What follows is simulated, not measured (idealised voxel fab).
Presented below is a process module, voxel transistor to metal.
Square cells of 5 nm make up the cross-section cut, whose width is 195 nm.
Cross-section spec: square-cell grid; bands listed top down; each band is one or more rows. In this notation a band is specified by the heights of its top and bottom, in that order and in nm, after which its materials appear from left to right, each paired with its width in nm. The word "edge to edge" attached to a single material means that material fills the band from edge to edge; the word "empty" stands for empty space. Convention: height 0 is the level below which the wafer, as received, is all one material. The lowest band does not terminate at the bottom but continues downward, represented as "0 and below". The expression "30 to 40" gives the width at the extremes of the band, the first number at its top row of cells and the second at its bottom row, with the width changing by equal amounts from each row to the next in between. "nothing was modified" -> step changed no cross-section cell. "Fully closed voids" means: voids of 8 cells or more that are shut off from the top with no open way through. Written width x height at distance, distance from the left edge, in nm. Whatever follows a step's settings on its line is a remark the simulator itself makes about that step. overlay nm: mask offset rightward from planned place, masked step; negative means leftward offset. From here on the document is pairs. In a pair, the cross-section before one process step comes with the cross-section after it, and the latter goes no deeper than the lowest band that changed. What lies in between, the step and its settings, is written under the pair. A pair may be from a different run of this module on the same starting wafer than the pair above it, so it continues from that pair only where its entry headed "Incoming structure" says so.
Incoming structure
* 100 down to 85 = aC 50 nm; empty 15 nm; aC 65 nm; empty 15 nm; aC 50 nm
* 85 down to 50 = SiO2 50 nm; empty 15 nm; SiO2 65 nm; empty 15 nm; SiO2 50 nm
* 50 down to 45 = SiCN 50 nm; empty 15 nm; SiCN 65 nm; empty 15 nm; SiCN 50 nm
* 45 down to 30 = SiO2 50 nm; TiN 5 nm; W 5 nm; TiN 5 nm; SiO2 65 nm; TiN 5 nm; W 5 nm; TiN 5 nm; SiO2 50 nm
* 30 down to 25 = SiCN 50 nm; TiN 15 nm; SiCN 65 nm; TiN 15 nm; SiCN 50 nm
* 25 down to 15 = SiO2 50 nm; TiN 5 nm; W 5 nm; TiN 5 nm; SiO2 65 nm; TiN 5 nm; W 5 nm; TiN 5 nm; SiO2 50 nm
* 15 down to 5 = SiO2 50 nm; TiN 5 nm; W 5 nm; TiN 5 nm; SiO2 5 nm; SiN 10 nm; HfO2 5 nm; TiN 5 nm; W 15 nm; TiN 5 nm; HfO2 5 nm; SiN 10 nm; SiO2 5 nm; TiN 5 nm; W 5 nm; TiN 5 nm; SiO2 50 nm
* 5 down to 0 = SiO2 50 nm; TiN 15 nm; SiO2 5 nm; SiN 10 nm; HfO2 5 nm; TiN 25 nm; HfO2 5 nm; SiN 10 nm; SiO2 5 nm; TiN 15 nm; SiO2 50 nm
* 0 down to -5 = SiO2 35 nm; SiN 10 nm; SiGe 25 nm; SiO2 5 nm; HfO2 45 nm; SiO2 5 nm; SiGe 25 nm; SiN 10 nm; SiO2 35 nm
* -5 down to -10 = SiO2 50 nm; Si 95 nm; SiO2 50 nm
* -10 down to -35 = SiO2 40 nm; Si 115 nm; SiO2 40 nm
* -35 and below = Si edge to edge
* Fully closed voids: none
Cut View, Post-Step
* 85 down to 50 = SiO2 50 nm; empty 15 nm; SiO2 65 nm; empty 15 nm; SiO2 50 nm
* At heights below 50, the structure remains unaltered.
* Fully closed voids: none
It is this step that lies between the two cross-sections above: op STRIP | etch materials aC
Incoming structure: Reference is made to the cross-section shown after the step in the pair directly above, which represents the state prior to this step.
Cut View, Post-Step
* 90 down to 85 = TiN 55 nm; empty 5 nm; TiN 75 nm; empty 5 nm; TiN 55 nm
* 85 down to 50 = SiO2 50 nm; TiN 5 nm; empty 5 nm; TiN 5 nm; SiO2 65 nm; TiN 5 nm; empty 5 nm; TiN 5 nm; SiO2 50 nm
* 50 down to 45 = SiCN 50 nm; TiN 15 nm; SiCN 65 nm; TiN 15 nm; SiCN 50 nm
* At heights below 45, the structure remains unaltered.
* Fully closed voids: none
It is this step that lies between the two cross-sections above: op CONFORMAL_DEP | material TiN | thk nm 5
Incoming structure: Reference is made to the cross-section shown after the step in the pair directly above, which represents the state prior to this step.
Cut View, Post-Step
* 100 down to 90 = Ru edge to edge
* 90 down to 85 = TiN 55 nm; Ru 5 nm; TiN 75 nm; Ru 5 nm; TiN 55 nm
* 85 down to 50 = SiO2 50 nm; TiN 5 nm; Ru 5 nm; TiN 5 nm; SiO2 65 nm; TiN 5 nm; Ru 5 nm; TiN 5 nm; SiO2 50 nm
* At heights below 50, the structure remains unaltered.
* Fully closed voids: none
It is this step that lies between the two cross-sections above: op FILL_DEP | material Ru | thk nm 10
Incoming structure: Reference is made to the cross-section shown after the step in the pair directly above, which represents the state prior to this step.
Cut View, Post-Step
* 85 down to 50 = SiO2 50 nm; TiN 5 nm; Ru 5 nm; TiN 5 nm; SiO2 65 nm; TiN 5 nm; Ru 5 nm; TiN 5 nm; SiO2 50 nm
* At heights below 50, the structure remains unaltered.
* Fully closed voids: none
It is this step that lies between the two cross-sections above: op CMP | height nm 85
Incoming structure: Reference is made to the cross-section shown after the step in the pair directly above, which represents the state prior to this step.
Cut View, Post-Step
* 90 down to 85 = SiN edge to edge
* At heights below 85, the structure remains unaltered.
* Fully closed voids: none
It is this step that lies between the two cross-sections above: op CONFORMAL_DEP | material SiN | thk nm 5
Incoming structure
* 40 down to 35 = SiO2 edge to edge
* 35 down to 20 = SiO2 70 nm; SiN 10 nm; SiCN 35 nm; SiN 10 nm; SiO2 70 nm
* 20 down to -5 = SiO2 70 nm; SiN 10 nm; polySi 35 nm; SiN 10 nm; SiO2 70 nm
* -5 down to -10 = SiO2 35 nm; SiGe 35 nm; SiO2 55 nm; SiGe 35 nm; SiO2 35 nm
* -10 down to -35 = SiO2 40 nm; Si 115 nm; SiO2 40 nm
* -35 and below = Si edge to edge
* Fully closed voids: none
Cut View, Post-Step
* 10 down to -5 = SiO2 70 nm; SiN 10 nm; polySi 35 nm; SiN 10 nm; SiO2 70 nm
* At heights below -5, the structure remains unaltered.
* Fully closed voids: none
It is this step that lies between the two cross-sections above: op CMP | height nm 10
Incoming structure: Reference is made to the cross-section shown after the step in the pair directly above, which represents the state prior to this step.
Cut View, Post-Step
* 10 down to -5 = SiO2 70 nm; SiN 10 nm; empty 35 nm; SiN 10 nm; SiO2 70 nm
* At heights below -5, the structure remains unaltered.
* Fully closed voids: none
It is this step that lies between the two cross-sections above: op STRIP | etch materials polySi
Incoming structure: Reference is made to the cross-section shown after the step in the pair directly above, which represents the state prior to this step.
Cut View, Post-Step
* 10 down to 5 = empty 70 nm; SiN 10 nm; empty 35 nm; SiN 10 nm; empty 70 nm
* 5 down to -5 = SiO2 70 nm; SiN 10 nm; empty 35 nm; SiN 10 nm; SiO2 70 nm
* -5 down to -10 = SiO2 35 nm; SiGe 35 nm; SiO2 5 nm; empty 45 nm; SiO2 5 nm; SiGe 35 nm; SiO2 35 nm
* At heights below -10, the structure remains unaltered.
* Fully closed voids: none
It is this step that lies between the two cross-sections above: op SELECTIVE_ETCH | etch materials SiO2 | depth nm 5
Incoming structure: Reference is made to the cross-section shown after the step in the pair directly above, which represents the state prior to this step.
Cut View, Post-Step
* 15 down to 10 = empty 65 nm; HfO2 20 nm; empty 25 nm; HfO2 20 nm; empty 65 nm
* 10 down to 5 = HfO2 70 nm; SiN 10 nm; HfO2 5 nm; empty 25 nm; HfO2 5 nm; SiN 10 nm; HfO2 70 nm
* 5 down to -5 = SiO2 70 nm; SiN 10 nm; HfO2 5 nm; empty 25 nm; HfO2 5 nm; SiN 10 nm; SiO2 70 nm
* -5 down to -10 = SiO2 35 nm; SiGe 35 nm; SiO2 5 nm; HfO2 45 nm; SiO2 5 nm; SiGe 35 nm; SiO2 35 nm
* At heights below -10, the structure remains unaltered.
* Fully closed voids: none
It is this step that lies between the two cross-sections above: op CONFORMAL_DEP | material HfO2 | thk nm 5
Incoming structure: Reference is made to the cross-section shown after the step in the pair directly above, which represents the state prior to this step.
Cut View, Post-Step
* 20 down to 15 = empty 60 nm; TiN 30 nm; empty 15 nm; TiN 30 nm; empty 60 nm
* 15 down to 10 = TiN 65 nm; HfO2 20 nm; TiN 5 nm; empty 15 nm; TiN 5 nm; HfO2 20 nm; TiN 65 nm
* 10 down to 5 = HfO2 70 nm; SiN 10 nm; HfO2 5 nm; TiN 5 nm; empty 15 nm; TiN 5 nm; HfO2 5 nm; SiN 10 nm; HfO2 70 nm
* 5 down to 0 = SiO2 70 nm; SiN 10 nm; HfO2 5 nm; TiN 5 nm; empty 15 nm; TiN 5 nm; HfO2 5 nm; SiN 10 nm; SiO2 70 nm
* 0 down to -5 = SiO2 70 nm; SiN 10 nm; HfO2 5 nm; TiN 25 nm; HfO2 5 nm; SiN 10 nm; SiO2 70 nm
* At heights below -5, the structure remains unaltered.
* Fully closed voids: none
It is this step that lies between the two cross-sections above: op CONFORMAL_DEP | material TiN | thk nm 5
Incoming structure: Reference is made to the cross-section shown after the step in the pair directly above, which represents the state prior to this step.
Cut View, Post-Step
* 30 down to 20 = W edge to edge
* 20 down to 15 = W 60 nm; TiN 30 nm; W 15 nm; TiN 30 nm; W 60 nm
* 15 down to 10 = TiN 65 nm; HfO2 20 nm; TiN 5 nm; W 15 nm; TiN 5 nm; HfO2 20 nm; TiN 65 nm
* 10 down to 5 = HfO2 70 nm; SiN 10 nm; HfO2 5 nm; TiN 5 nm; W 15 nm; TiN 5 nm; HfO2 5 nm; SiN 10 nm; HfO2 70 nm
* 5 down to 0 = SiO2 70 nm; SiN 10 nm; HfO2 5 nm; TiN 5 nm; W 15 nm; TiN 5 nm; HfO2 5 nm; SiN 10 nm; SiO2 70 nm
* At heights below 0, the structure remains unaltered.
* Fully closed voids: none
It is this step that lies between the two cross-sections above: op FILL_DEP | material W | thk nm 10
Incoming structure: Reference is made to the cross-section shown after the step in the pair directly above, which represents the state prior to this step.
Cut View, Post-Step
* 15 down to 10 = TiN 65 nm; HfO2 20 nm; TiN 5 nm; W 15 nm; TiN 5 nm; HfO2 20 nm; TiN 65 nm
* At heights below 10, the structure remains unaltered.
* Fully closed voids: none
It is this step that lies between the two cross-sections above: op CMP | height nm 15
Incoming structure: Reference is made to the cross-section shown after the step in the pair directly above, which represents the state prior to this step.
Cut View, Post-Step
* 25 down to 15 = SiO2 edge to edge
* At heights below 15, the structure remains unaltered.
* Fully closed voids: none
It is this step that lies between the two cross-sections above: op DIRECTIONAL_DEP | material SiO2 | thk nm 10
Incoming structure: Reference is made to the cross-section shown after the step in the pair directly above, which represents the state prior to this step.
Cut View, Post-Step
* 25 down to 15 = SiO2 50 nm; empty 15 nm; SiO2 65 nm; empty 15 nm; SiO2 50 nm
* At heights below 15, the structure remains unaltered.
* Fully closed voids: none
It is this step that lies between the two cross-sections above: op MASKED_ETCH | tone open | mask id CONTACT | width nm 15 | pitch nm 80 | etch materials SiO2 | depth nm 30 | overlay nm 0
Incoming structure: Reference is made to the cross-section shown after the step in the pair directly above, which represents the state prior to this step.
Cut View, Post-Step
* 30 down to 25 = TiN 55 nm; empty 5 nm; TiN 75 nm; empty 5 nm; TiN 55 nm
* 25 down to 20 = SiO2 50 nm; TiN 5 nm; empty 5 nm; TiN 5 nm; SiO2 65 nm; TiN 5 nm; empty 5 nm; TiN 5 nm; SiO2 50 nm
* 20 down to 15 = SiO2 50 nm; TiN 15 nm; SiO2 65 nm; TiN 15 nm; SiO2 50 nm
* At heights below 15, the structure remains unaltered.
* Fully closed voids: none
It is this step that lies between the two cross-sections above: op CONFORMAL_DEP | material TiN | thk nm 5
Incoming structure: Reference is made to the cross-section shown after the step in the pair directly above, which represents the state prior to this step.
Cut View, Post-Step
* 40 down to 30 = W edge to edge
* 30 down to 25 = TiN 55 nm; W 5 nm; TiN 75 nm; W 5 nm; TiN 55 nm
* 25 down to 20 = SiO2 50 nm; TiN 5 nm; W 5 nm; TiN 5 nm; SiO2 65 nm; TiN 5 nm; W 5 nm; TiN 5 nm; SiO2 50 nm
* At heights below 20, the structure remains unaltered.
* Fully closed voids: none
It is this step that lies between the two cross-sections above: op FILL_DEP | material W | thk nm 10
Incoming structure: Reference is made to the cross-section shown after the step in the pair directly above, which represents the state prior to this step.
Cut View, Post-Step
* 25 down to 20 = SiO2 50 nm; TiN 5 nm; W 5 nm; TiN 5 nm; SiO2 65 nm; TiN 5 nm; W 5 nm; TiN 5 nm; SiO2 50 nm
* At heights below 20, the structure remains unaltered.
* Fully closed voids: none
It is this step that lies between the two cross-sections above: op CMP | height nm 25
Incoming structure: Reference is made to the cross-section shown after the step in the pair directly above, which represents the state prior to this step.
Cut View, Post-Step
* 30 down to 25 = SiCN edge to edge
* At heights below 25, the structure remains unaltered.
* Fully closed voids: none
It is this step that lies between the two cross-sections above: op CONFORMAL_DEP | material SiCN | thk nm 5
Incoming structure: Reference is made to the cross-section shown after the step in the pair directly above, which represents the state prior to this step.
Cut View, Post-Step
* 45 down to 30 = SiO2 edge to edge
* At heights below 30, the structure remains unaltered.
* Fully closed voids: none
It is this step that lies between the two cross-sections above: op DIRECTIONAL_DEP | material SiO2 | thk nm 15
Incoming structure: Reference is made to the cross-section shown after the step in the pair directly above, which represents the state prior to this step.
Cut View, Post-Step
* 45 down to 30 = SiO2 50 nm; empty 15 nm; SiO2 65 nm; empty 15 nm; SiO2 50 nm
* At heights below 30, the structure remains unaltered.
* Fully closed voids: none
It is this step that lies between the two cross-sections above: op MASKED_ETCH | tone open | mask id METAL_1 | width nm 15 | pitch nm 80 | etch materials SiO2 | depth nm 15 | overlay nm 0
Incoming structure: Reference is made to the cross-section shown after the step in the pair directly above, which represents the state prior to this step.
Cut View, Post-Step
* 45 down to 30 = SiO2 50 nm; empty 15 nm; SiO2 65 nm; empty 15 nm; SiO2 50 nm
* 30 down to 25 = SiCN 50 nm; empty 15 nm; SiCN 65 nm; empty 15 nm; SiCN 50 nm
* At heights below 25, the structure remains unaltered.
* Fully closed voids: none
It is this step that lies between the two cross-sections above: op MASKED_ETCH | tone open | mask id METAL_1 | width nm 15 | pitch nm 80 | etch materials SiCN | depth nm 5 | overlay nm 0
Incoming structure: Reference is made to the cross-section shown after the step in the pair directly above, which represents the state prior to this step.
Cut View, Post-Step
* 50 down to 45 = TiN 55 nm; empty 5 nm; TiN 75 nm; empty 5 nm; TiN 55 nm
* 45 down to 30 = SiO2 50 nm; TiN 5 nm; empty 5 nm; TiN 5 nm; SiO2 65 nm; TiN 5 nm; empty 5 nm; TiN 5 nm; SiO2 50 nm
* 30 down to 25 = SiCN 50 nm; TiN 15 nm; SiCN 65 nm; TiN 15 nm; SiCN 50 nm
* At heights below 25, the structure remains unaltered.
* Fully closed voids: none
It is this step that lies between the two cross-sections above: op CONFORMAL_DEP | material TiN | thk nm 5
Incoming structure: Reference is made to the cross-section shown after the step in the pair directly above, which represents the state prior to this step.
Cut View, Post-Step
* 60 down to 50 = W edge to edge
* 50 down to 45 = TiN 55 nm; W 5 nm; TiN 75 nm; W 5 nm; TiN 55 nm
* 45 down to 30 = SiO2 50 nm; TiN 5 nm; W 5 nm; TiN 5 nm; SiO2 65 nm; TiN 5 nm; W 5 nm; TiN 5 nm; SiO2 50 nm
* At heights below 30, the structure remains unaltered.
* Fully closed voids: none
It is this step that lies between the two cross-sections above: op FILL_DEP | material W | thk nm 10
Incoming structure: Reference is made to the cross-section shown after the step in the pair directly above, which represents the state prior to this step.
Cut View, Post-Step
* 45 down to 30 = SiO2 50 nm; TiN 5 nm; W 5 nm; TiN 5 nm; SiO2 65 nm; TiN 5 nm; W 5 nm; TiN 5 nm; SiO2 50 nm
* At heights below 30, the structure remains unaltered.
* Fully closed voids: none
It is this step that lies between the two cross-sections above: op CMP | height nm 45
Incoming structure: Reference is made to the cross-section shown after the step in the pair directly above, which represents the state prior to this step.
Cut View, Post-Step
* 50 down to 45 = SiCN edge to edge
* At heights below 45, the structure remains unaltered.
* Fully closed voids: none
It is this step that lies between the two cross-sections above: op CONFORMAL_DEP | material SiCN | thk nm 5
Incoming structure: Reference is made to the cross-section shown after the step in the pair directly above, which represents the state prior to this step.
Cut View, Post-Step
* 85 down to 50 = SiO2 edge to edge
* At heights below 50, the structure remains unaltered.
* Fully closed voids: none
It is this step that lies between the two cross-sections above: op DIRECTIONAL_DEP | material SiO2 | thk nm 35
Incoming structure: Reference is made to the cross-section shown after the step in the pair directly above, which represents the state prior to this step.
Cut View, Post-Step
* 85 down to 65 = SiO2 50 nm; empty 15 nm; SiO2 65 nm; empty 15 nm; SiO2 50 nm
* At heights below 65, the structure remains unaltered.
* Fully closed voids: none
It is this step that lies between the two cross-sections above: op MASKED_ETCH | tone open | mask id METAL_2 | width nm 15 | pitch nm 80 | etch materials SiO2 | depth nm 20 | overlay nm 0
Incoming structure: Reference is made to the cross-section shown after the step in the pair directly above, which represents the state prior to this step.
Cut View, Post-Step
* 100 down to 85 = aC 50 nm; empty 15 nm; aC 65 nm; empty 15 nm; aC 50 nm
* 85 down to 80 = SiO2 50 nm; empty 15 nm; SiO2 65 nm; empty 15 nm; SiO2 50 nm
* 80 down to 65 = SiO2 50 nm; aC 15 nm; SiO2 65 nm; aC 15 nm; SiO2 50 nm
* At heights below 65, the structure remains unaltered.
* Fully closed voids: none
It is this step that lies between the two cross-sections above: op DIRECTIONAL_DEP | material aC | thk nm 15
Incoming structure: Reference is made to the cross-section shown after the step in the pair directly above, which represents the state prior to this step.
Cut View, Post-Step
* 130 down to 100 = resist 50 nm; empty 15 nm; resist 65 nm; empty 15 nm; resist 50 nm
* At heights below 100, the structure remains unaltered.
* Fully closed voids: none
It is this step that lies between the two cross-sections above: op PATTERN | tone open | mask id METAL_2_HOLES | material resist | width nm 15 | pitch nm 80 | thk nm 30 | overlay nm 0
Incoming structure: Reference is made to the cross-section shown after the step in the pair directly above, which represents the state prior to this step.
Cut View, Post-Step
* 115 down to 100 = resist 50 nm; empty 15 nm; resist 65 nm; empty 15 nm; resist 50 nm
* 100 down to 85 = aC 50 nm; empty 15 nm; aC 65 nm; empty 15 nm; aC 50 nm
* 85 down to 65 = SiO2 50 nm; empty 15 nm; SiO2 65 nm; empty 15 nm; SiO2 50 nm
* At heights below 65, the structure remains unaltered.
* Fully closed voids: none
It is this step that lies between the two cross-sections above: op DIRECTIONAL_ETCH | etch materials aC | depth nm 15
Incoming structure: Reference is made to the cross-section shown after the step in the pair directly above, which represents the state prior to this step.
Cut View, Post-Step
* 100 down to 85 = aC 50 nm; empty 15 nm; aC 65 nm; empty 15 nm; aC 50 nm
* At heights below 85, the structure remains unaltered.
* Fully closed voids: none
It is this step that lies between the two cross-sections above: op STRIP | etch materials resist
Incoming structure: Reference is made to the cross-section shown after the step in the pair directly above, which represents the state prior to this step.
Cut View, Post-Step
* 100 down to 85 = aC 50 nm; empty 15 nm; aC 65 nm; empty 15 nm; aC 50 nm
* 85 down to 50 = SiO2 50 nm; empty 15 nm; SiO2 65 nm; empty 15 nm; SiO2 50 nm
* At heights below 50, the structure remains unaltered.
* Fully closed voids: none
It is this step that lies between the two cross-sections above: op DIRECTIONAL_ETCH | etch materials SiO2 | depth nm 15
Incoming structure: Reference is made to the cross-section shown after the step in the pair directly above, which represents the state prior to this step.
Cut View, Post-Step
* 100 down to 85 = aC 50 nm; empty 15 nm; aC 65 nm; empty 15 nm; aC 50 nm
* 85 down to 50 = SiO2 50 nm; empty 15 nm; SiO2 65 nm; empty 15 nm; SiO2 50 nm
* 50 down to 45 = SiCN 50 nm; empty 15 nm; SiCN 65 nm; empty 15 nm; SiCN 50 nm
* At heights below 45, the structure remains unaltered.
* Fully closed voids: none
It is this step that lies between the two cross-sections above: op DIRECTIONAL_ETCH | etch materials SiCN | depth nm 5
Incoming structure: Reference is made to the cross-section shown after the step in the pair directly above, which represents the state prior to this step.
Cut View, Post-Step
* 85 down to 50 = SiO2 50 nm; empty 15 nm; SiO2 65 nm; empty 15 nm; SiO2 50 nm
* At heights below 50, the structure remains unaltered.
* Fully closed voids: none
It is this step that lies between the two cross-sections above: op STRIP | etch materials aC
Incoming structure: Reference is made to the cross-section shown after the step in the pair directly above, which represents the state prior to this step.
Cut View, Post-Step
* 90 down to 85 = TiN 55 nm; empty 5 nm; TiN 75 nm; empty 5 nm; TiN 55 nm
* 85 down to 50 = SiO2 50 nm; TiN 5 nm; empty 5 nm; TiN 5 nm; SiO2 65 nm; TiN 5 nm; empty 5 nm; TiN 5 nm; SiO2 50 nm
* 50 down to 45 = SiCN 50 nm; TiN 15 nm; SiCN 65 nm; TiN 15 nm; SiCN 50 nm
* At heights below 45, the structure remains unaltered.
* Fully closed voids: none
It is this step that lies between the two cross-sections above: op CONFORMAL_DEP | material TiN | thk nm 5
Incoming structure: Reference is made to the cross-section shown after the step in the pair directly above, which represents the state prior to this step.
Cut View, Post-Step
* 100 down to 90 = Ru edge to edge
* 90 down to 85 = TiN 55 nm; Ru 5 nm; TiN 75 nm; Ru 5 nm; TiN 55 nm
* 85 down to 50 = SiO2 50 nm; TiN 5 nm; Ru 5 nm; TiN 5 nm; SiO2 65 nm; TiN 5 nm; Ru 5 nm; TiN 5 nm; SiO2 50 nm
* At heights below 50, the structure remains unaltered.
* Fully closed voids: none
It is this step that lies between the two cross-sections above: op FILL_DEP | material Ru | thk nm 10
Incoming structure: Reference is made to the cross-section shown after the step in the pair directly above, which represents the state prior to this step.
Cut View, Post-Step
* 85 down to 50 = SiO2 50 nm; TiN 5 nm; Ru 5 nm; TiN 5 nm; SiO2 65 nm; TiN 5 nm; Ru 5 nm; TiN 5 nm; SiO2 50 nm
* At heights below 50, the structure remains unaltered.
* Fully closed voids: none
It is this step that lies between the two cross-sections above: op CMP | height nm 85
Incoming structure: Reference is made to the cross-section shown after the step in the pair directly above, which represents the state prior to this step.
Cut View, Post-Step
* 90 down to 85 = SiN edge to edge
* At heights below 85, the structure remains unaltered.
* Fully closed voids: none
It is this step that lies between the two cross-sections above: op CONFORMAL_DEP | material SiN | thk nm 5
Incoming structure
* 35 down to 20 = SiCN edge to edge
* 20 down to -5 = polySi edge to edge
* -5 down to -10 = SiO2 edge to edge
* -10 down to -35 = SiO2 40 nm; Si 115 nm; SiO2 40 nm
* -35 and below = Si edge to edge
* Fully closed voids: none
Cut View, Post-Step
* 50 down to 35 = empty 85 nm; resist 25 nm; empty 85 nm
* At heights below 35, the structure remains unaltered.
* Fully closed voids: none
It is this step that lies between the two cross-sections above: op PATTERN | tone cover | mask id GATE | material resist | width nm 25 | thk nm 15 | overlay nm 0
Incoming structure: Reference is made to the cross-section shown after the step in the pair directly above, which represents the state prior to this step.
Cut View, Post-Step
* 50 down to 35 = empty 85 nm; resist 25 nm; empty 85 nm
* 35 down to 20 = empty 85 nm; SiCN 25 nm; empty 85 nm
* At heights below 20, the structure remains unaltered.
* Fully closed voids: none
It is this step that lies between the two cross-sections above: op DIRECTIONAL_ETCH | etch materials SiCN | depth nm 25
Incoming structure: Reference is made to the cross-section shown after the step in the pair directly above, which represents the state prior to this step.
Cut View, Post-Step
* 50 down to 35 = empty 85 nm; resist 25 nm; empty 85 nm
* 35 down to 20 = empty 85 nm; SiCN 25 nm; empty 85 nm
* 20 down to -5 = empty 85 nm; polySi 25 nm; empty 85 nm
* At heights below -5, the structure remains unaltered.
* Fully closed voids: none
It is this step that lies between the two cross-sections above: op DIRECTIONAL_ETCH | etch materials polySi | depth nm 35
Incoming structure: Reference is made to the cross-section shown after the step in the pair directly above, which represents the state prior to this step.
Cut View, Post-Step
* 35 down to 20 = empty 85 nm; SiCN 25 nm; empty 85 nm
* At heights below 20, the structure remains unaltered.
* Fully closed voids: none
It is this step that lies between the two cross-sections above: op STRIP | etch materials resist
Incoming structure: Reference is made to the cross-section shown after the step in the pair directly above, which represents the state prior to this step.
Cut View, Post-Step
* 45 down to 35 = empty 75 nm; SiN 45 nm; empty 75 nm
* 35 down to 20 = empty 75 nm; SiN 10 nm; SiCN 25 nm; SiN 10 nm; empty 75 nm
* 20 down to 5 = empty 75 nm; SiN 10 nm; polySi 25 nm; SiN 10 nm; empty 75 nm
* 5 down to -5 = SiN 85 nm; polySi 25 nm; SiN 85 nm
* At heights below -5, the structure remains unaltered.
* Fully closed voids: none
It is this step that lies between the two cross-sections above: op CONFORMAL_DEP | material SiN | thk nm 10
Incoming structure: Reference is made to the cross-section shown after the step in the pair directly above, which represents the state prior to this step.
Cut View, Post-Step
* 35 down to 20 = empty 75 nm; SiN 10 nm; SiCN 25 nm; SiN 10 nm; empty 75 nm
* 20 down to -5 = empty 75 nm; SiN 10 nm; polySi 25 nm; SiN 10 nm; empty 75 nm
* At heights below -5, the structure remains unaltered.
* Fully closed voids: none
It is this step that lies between the two cross-sections above: op DIRECTIONAL_ETCH | etch materials SiN | depth nm 10
Incoming structure: Reference is made to the cross-section shown after the step in the pair directly above, which represents the state prior to this step.
Cut View, Post-Step
* 35 down to 20 = empty 75 nm; SiN 10 nm; SiCN 25 nm; SiN 10 nm; empty 75 nm
* 20 down to -5 = empty 75 nm; SiN 10 nm; polySi 25 nm; SiN 10 nm; empty 75 nm
* -5 down to -10 = empty 75 nm; SiO2 45 nm; empty 75 nm
* At heights below -10, the structure remains unaltered.
* Fully closed voids: none
It is this step that lies between the two cross-sections above: op DIRECTIONAL_ETCH | etch materials SiO2 | depth nm 5
Incoming structure: Reference is made to the cross-section shown after the step in the pair directly above, which represents the state prior to this step.
Cut View, Post-Step
* 35 down to 20 = empty 75 nm; SiN 10 nm; SiCN 25 nm; SiN 10 nm; empty 75 nm
* 20 down to -5 = empty 75 nm; SiN 10 nm; polySi 25 nm; SiN 10 nm; empty 75 nm
* -5 down to -10 = empty 35 nm; SiGe 40 nm; SiO2 45 nm; SiGe 40 nm; empty 35 nm
* At heights below -10, the structure remains unaltered.
* Fully closed voids: none
It is this step that lies between the two cross-sections above: op EPI | material SiGe | thk nm 5
Incoming structure: Reference is made to the cross-section shown after the step in the pair directly above, which represents the state prior to this step.
Cut View, Post-Step
* 40 down to 35 = SiO2 edge to edge
* 35 down to 20 = SiO2 75 nm; SiN 10 nm; SiCN 25 nm; SiN 10 nm; SiO2 75 nm
* 20 down to -5 = SiO2 75 nm; SiN 10 nm; polySi 25 nm; SiN 10 nm; SiO2 75 nm
* -5 down to -10 = SiO2 35 nm; SiGe 40 nm; SiO2 45 nm; SiGe 40 nm; SiO2 35 nm
* At heights below -10, the structure remains unaltered.
* Fully closed voids: none
It is this step that lies between the two cross-sections above: op FILL_DEP | material SiO2 | thk nm 5
Incoming structure: Reference is made to the cross-section shown after the step in the pair directly above, which represents the state prior to this step.
Cut View, Post-Step
* 20 down to -5 = SiO2 75 nm; SiN 10 nm; polySi 25 nm; SiN 10 nm; SiO2 75 nm
* At heights below -5, the structure remains unaltered.
* Fully closed voids: none
It is this step that lies between the two cross-sections above: op CMP | height nm 20
Incoming structure: Reference is made to the cross-section shown after the step in the pair directly above, which represents the state prior to this step.
Cut View, Post-Step
* 20 down to -5 = SiO2 75 nm; SiN 10 nm; empty 25 nm; SiN 10 nm; SiO2 75 nm
* At heights below -5, the structure remains unaltered.
* Fully closed voids: none
It is this step that lies between the two cross-sections above: op STRIP | etch materials polySi
Incoming structure: Reference is made to the cross-section shown after the step in the pair directly above, which represents the state prior to this step.
Cut View, Post-Step
* 20 down to 15 = empty 75 nm; SiN 10 nm; empty 25 nm; SiN 10 nm; empty 75 nm
* 15 down to -5 = SiO2 75 nm; SiN 10 nm; empty 25 nm; SiN 10 nm; SiO2 75 nm
* -5 down to -10 = SiO2 35 nm; SiGe 40 nm; SiO2 5 nm; empty 35 nm; SiO2 5 nm; SiGe 40 nm; SiO2 35 nm
* At heights below -10, the structure remains unaltered.
* Fully closed voids: none
It is this step that lies between the two cross-sections above: op SELECTIVE_ETCH | etch materials SiO2 | depth nm 5
Incoming structure: Reference is made to the cross-section shown after the step in the pair directly above, which represents the state prior to this step.
Cut View, Post-Step
* 25 down to 20 = empty 70 nm; HfO2 20 nm; empty 15 nm; HfO2 20 nm; empty 70 nm
* 20 down to 15 = HfO2 75 nm; SiN 10 nm; HfO2 5 nm; empty 15 nm; HfO2 5 nm; SiN 10 nm; HfO2 75 nm
* 15 down to -5 = SiO2 75 nm; SiN 10 nm; HfO2 5 nm; empty 15 nm; HfO2 5 nm; SiN 10 nm; SiO2 75 nm
* -5 down to -10 = SiO2 35 nm; SiGe 40 nm; SiO2 5 nm; HfO2 35 nm; SiO2 5 nm; SiGe 40 nm; SiO2 35 nm
* At heights below -10, the structure remains unaltered.
* Fully closed voids: none
It is this step that lies between the two cross-sections above: op CONFORMAL_DEP | material HfO2 | thk nm 5
Incoming structure: Reference is made to the cross-section shown after the step in the pair directly above, which represents the state prior to this step.
Cut View, Post-Step
* 30 down to 25 = empty 65 nm; TiN 30 nm; empty 5 nm; TiN 30 nm; empty 65 nm
* 25 down to 20 = TiN 70 nm; HfO2 20 nm; TiN 5 nm; empty 5 nm; TiN 5 nm; HfO2 20 nm; TiN 70 nm
* 20 down to 15 = HfO2 75 nm; SiN 10 nm; HfO2 5 nm; TiN 5 nm; empty 5 nm; TiN 5 nm; HfO2 5 nm; SiN 10 nm; HfO2 75 nm
* 15 down to 0 = SiO2 75 nm; SiN 10 nm; HfO2 5 nm; TiN 5 nm; empty 5 nm; TiN 5 nm; HfO2 5 nm; SiN 10 nm; SiO2 75 nm
* 0 down to -5 = SiO2 75 nm; SiN 10 nm; HfO2 5 nm; TiN 15 nm; HfO2 5 nm; SiN 10 nm; SiO2 75 nm
* At heights below -5, the structure remains unaltered.
* Fully closed voids: none
It is this step that lies between the two cross-sections above: op CONFORMAL_DEP | material TiN | thk nm 5
Incoming structure: Reference is made to the cross-section shown after the step in the pair directly above, which represents the state prior to this step.
Cut View, Post-Step
* 40 down to 30 = W edge to edge
* 30 down to 25 = W 65 nm; TiN 30 nm; W 5 nm; TiN 30 nm; W 65 nm
* 25 down to 20 = TiN 70 nm; HfO2 20 nm; TiN 5 nm; W 5 nm; TiN 5 nm; HfO2 20 nm; TiN 70 nm
* 20 down to 15 = HfO2 75 nm; SiN 10 nm; HfO2 5 nm; TiN 5 nm; W 5 nm; TiN 5 nm; HfO2 5 nm; SiN 10 nm; HfO2 75 nm
* 15 down to 0 = SiO2 75 nm; SiN 10 nm; HfO2 5 nm; TiN 5 nm; W 5 nm; TiN 5 nm; HfO2 5 nm; SiN 10 nm; SiO2 75 nm
* At heights below 0, the structure remains unaltered.
* Fully closed voids: none
It is this step that lies between the two cross-sections above: op FILL_DEP | material W | thk nm 10
